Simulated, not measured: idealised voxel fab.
Name of the process module below: voxel trench capacitor
cross-section cut | 225 nm wide | cells 5 nm
If you're reading a cross-section in this doc, picture square cells in a grid; it comes to you as bands, top ones listed first down to the bottom, and a band can be one or more rows of cells. Band entry format. Leading values: height of top, height of bottom, nm. Remainder: materials in left-to-right order, each with its width in nm. Special words: "throughout" on a single material, which then fills the band edge to edge; "blank", empty space. Height datum 0, below which the as-received substrate wafer is one material. Lowest band open at the bottom, running downward: "top 0, no bottom". Graded width ("30..40"): value in top row of band = first number; value in bottom row = second number; row-to-row change constant. "same as before" (step): cross-section cells unchanged, all of them. What "Sealed internal voids" gives you is every empty space of 8 cells or more that is cut off from the top. Each appears as width x height at distance, with the distance taken from the left edge and width, height and distance all in nm. What comes after the settings on a step's line is commentary from the simulator itself on that step. overlay nm: mask offset rightward from planned place, masked step; negative means leftward offset.
**Set out below are the planned steps of the process**
1) RECEIVE (material Si)
2) CONFORMAL_DEP (material SiN; thk nm 10)
3) DIRECTIONAL_DEP (material aC; thk nm 15)
4) PATTERN (tone open; mask id TRENCH; material resist; width nm 25; pitch nm 50; thk nm 30; overlay nm 0)
5) DIRECTIONAL_ETCH (etch materials aC; depth nm 15)
6) STRIP (etch materials resist)
7) DIRECTIONAL_ETCH (etch materials SiN; depth nm 10)
8) DIRECTIONAL_ETCH (etch materials Si; depth nm 25)
9) STRIP (etch materials aC)
10) CONFORMAL_DEP (material HfO2; thk nm 5)
11) CONFORMAL_DEP (material TiN; thk nm 5)
12) FILL_DEP (material W; thk nm 5)
13) CMP (height nm 10)
**Cross-section, incoming material, after step 1**
    top 0, no bottom | Si throughout
    Sealed internal voids: none
**The first of the two wafers as seen in cross-section once the module was finished; processing followed the plan**
    top 10, bottom 0 | SiN 25, then HfO2 5, then TiN 5, then W 5, then TiN 5, then HfO2 5, then SiN 25, then HfO2 5, then TiN 5, then W 5, then TiN 5, then HfO2 5, then SiN 25, then HfO2 5, then TiN 5, then W 5, then TiN 5, then HfO2 5, then SiN 25, then HfO2 5, then TiN 5, then W 5, then TiN 5, then HfO2 5, then SiN 25
    top 0, bottom -15 | Si 25, then HfO2 5, then TiN 5, then W 5, then TiN 5, then HfO2 5, then Si 25, then HfO2 5, then TiN 5, then W 5, then TiN 5, then HfO2 5, then Si 25, then HfO2 5, then TiN 5, then W 5, then TiN 5, then HfO2 5, then Si 25, then HfO2 5, then TiN 5, then W 5, then TiN 5, then HfO2 5, then Si 25
    top -15, bottom -20 | Si 25, then HfO2 5, then TiN 15, then HfO2 5, then Si 25, then HfO2 5, then TiN 15, then HfO2 5, then Si 25, then HfO2 5, then TiN 15, then HfO2 5, then Si 25, then HfO2 5, then TiN 15, then HfO2 5, then Si 25
    top -20, bottom -25 | Si 25, then HfO2 25, then Si 25, then HfO2 25, then Si 25, then HfO2 25, then Si 25, then HfO2 25, then Si 25
    top -25, no bottom | Si throughout
    Sealed internal voids: none
**Cross-section, wafer two of two, end of module: same start and plan as wafer one, one error in execution**
    top 10, bottom 0 | SiN 30, then TiN 5, then W 5, then TiN 5, then SiN 35, then TiN 5, then W 5, then TiN 5, then SiN 35, then TiN 5, then W 5, then TiN 5, then SiN 35, then TiN 5, then W 5, then TiN 5, then SiN 30
    top 0, bottom -15 | Si 25, then SiN 5, then TiN 5, then W 5, then TiN 5, then SiN 5, then Si 25, then SiN 5, then TiN 5, then W 5, then TiN 5, then SiN 5, then Si 25, then SiN 5, then TiN 5, then W 5, then TiN 5, then SiN 5, then Si 25, then SiN 5, then TiN 5, then W 5, then TiN 5, then SiN 5, then Si 25
    top -15, bottom -20 | Si 25, then SiN 5, then TiN 15, then SiN 5, then Si 25, then SiN 5, then TiN 15, then SiN 5, then Si 25, then SiN 5, then TiN 15, then SiN 5, then Si 25, then SiN 5, then TiN 15, then SiN 5, then Si 25
    top -20, bottom -25 | Si 25, then SiN 25, then Si 25, then SiN 25, then Si 25, then SiN 25, then Si 25, then SiN 25, then Si 25
    top -25, no bottom | Si throughout
    Sealed internal voids: none
Here's what went sideways: not per plan at step 10, really ran CONFORMAL_DEP (material SiN; thk nm 5)
At the finish, the second wafer shows more or fewer cells for some materials than the first does: 68 fewer of HfO2 | 68 more of SiN
